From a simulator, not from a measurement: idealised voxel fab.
Process module, titled voxel self aligned vias
Displayed cross-section: cut, width of 280 nm, square cells sized 5 nm.
Think of the cross-section as a grid of square cells. We describe it in bands, top to bottom, and each band covers one or more rows of those cells.
Each band's line starts with the height of the band's top and of its bottom, in nm. Then come its materials from left to right, each with its width in nm. One material with "throughout" fills the band from edge to edge. "blank" is empty space.
Note: height 0 marks the level under which the wafer is uniformly one material as received. Lowest band unbounded below, written "z 0 and below".
So if you see something like "30 to 40" for the width, read it as the top row of the band sitting at the first number and the bottom row at the second, with every row in between moving by the same amount as the last.
"remains unaltered" after a step means that no cell of the cross-section changed.
Under "Closed void entries" you'll find the enclosed gaps, the ones with no way out to the top, that are 8 cells or bigger; each reads width x height at distance, with distance counted from the left edge, everything in nm.
It should be noted that, on the line of a given step, the content following the step's settings is a remark produced by the simulator itself with respect to that step.
overlay nm: right-of-plan distance of the mask on a masked step; negative values mean left-of-plan.
**List of planned process steps**
1,RECEIVE (material Si)
2,CONFORMAL_DEP (material SiO2; thk nm 10)
3,CONFORMAL_DEP (material SiCN; thk nm 5)
4,DIRECTIONAL_DEP (material SiO2; thk nm 25)
5,PATTERN (tone open; mask id LINES; material resist; width nm 25; pitch nm 60; thk nm 20; overlay nm 0)
6,DIRECTIONAL_ETCH (etch materials SiO2; depth nm 25)
7,STRIP (etch materials resist)
8,CONFORMAL_DEP (material TiN; thk nm 5)
9,FILL_DEP (material Ru; thk nm 10)
10,CMP (height nm 40)
11,SELECTIVE_ETCH (etch materials W Ru TiN; depth nm 10)
12,FILL_DEP (material SiN; thk nm 5)
13,CMP (height nm 40)
14,DIRECTIONAL_DEP (material SiO2; thk nm 20)
15,MASKED_ETCH (tone open; mask id VIAS; width nm 35; pitch nm 60; etch materials SiO2; depth nm 20; overlay nm 0)
16,MASKED_ETCH (tone open; mask id VIAS; width nm 35; pitch nm 60; etch materials SiN; depth nm 10; overlay nm 0)
17,CONFORMAL_DEP (material TiN; thk nm 5)
18,FILL_DEP (material Ru; thk nm 5)
19,CMP (height nm 60)
20,CONFORMAL_DEP (material SiCN; thk nm 5)
**Wafer at receipt (post step 1), cross-section**
z 0 and below: Si throughout
Closed void entries: none
**First of two wafers at the end of the module, shown in cross-section; run carried out as planned**
z 65 to 60: SiCN throughout
z 60 to 45: SiO2=90 / TiN=5 / Ru=25 / TiN=5 / SiO2=25 / TiN=5 / Ru=25 / TiN=5 / SiO2=95
z 45 to 35: SiO2=90 to 95 / TiN=10 to 5 / Ru=15 / TiN=10 to 5 / SiO2=25 to 35 / TiN=10 to 5 / Ru=15 / TiN=10 to 5 / SiO2=95 to 100
z 35 to 30: SiO2=95 / TiN=25 / SiO2=35 / TiN=25 / SiO2=100
z 30 to 20: SiO2=95 / TiN=5 / Ru=15 / TiN=5 / SiO2=35 / TiN=5 / Ru=15 / TiN=5 / SiO2=100
z 20 to 15: SiO2=95 / TiN=25 / SiO2=35 / TiN=25 / SiO2=100
z 15 to 10: SiCN throughout
z 10 to 0: SiO2 throughout
z 0 and below: Si throughout
Closed void entries: none
**Wafer two, end of module, cross-section. Same start, same plan as wafer one. One mistake in the run**
z 65 to 60: SiCN throughout
z 60 to 45: SiO2=90 / TiN=5 / Ru=25 / TiN=5 / SiO2=25 / TiN=5 / Ru=25 / TiN=5 / SiO2=95
z 45 to 40: SiO2=90 / TiN=15 / Ru=5 / TiN=15 / SiO2=25 / TiN=15 / Ru=5 / TiN=15 / SiO2=95
z 40 to 35: SiO2=95 / SiCN=5 / TiN=5 / Ru=5 / TiN=5 / SiCN=5 / SiO2=35 / SiCN=5 / TiN=5 / Ru=5 / TiN=5 / SiCN=5 / SiO2=100
z 35 to 30: SiO2=95 / SiCN=5 / TiN=15 / SiCN=5 / SiO2=35 / SiCN=5 / TiN=15 / SiCN=5 / SiO2=100
z 30 to 20: SiO2=95 / SiCN=5 / Ru=15 / SiCN=5 / SiO2=35 / SiCN=5 / Ru=15 / SiCN=5 / SiO2=100
z 20 to 15: SiO2=95 / SiCN=25 / SiO2=35 / SiCN=25 / SiO2=100
z 15 to 10: SiCN throughout
z 10 to 0: SiO2 throughout
z 0 and below: Si throughout
Closed void entries: none
Deviation noted in wafer processing: step 8 was not run as planned; what actually ran was CONFORMAL_DEP (material SiCN; thk nm 5)
It is noted that, at the conclusion of processing, the second wafer exhibits a higher or lower cell count for certain materials relative to the first: 8 fewer of Ru, 26 more of SiCN, 18 fewer of TiN
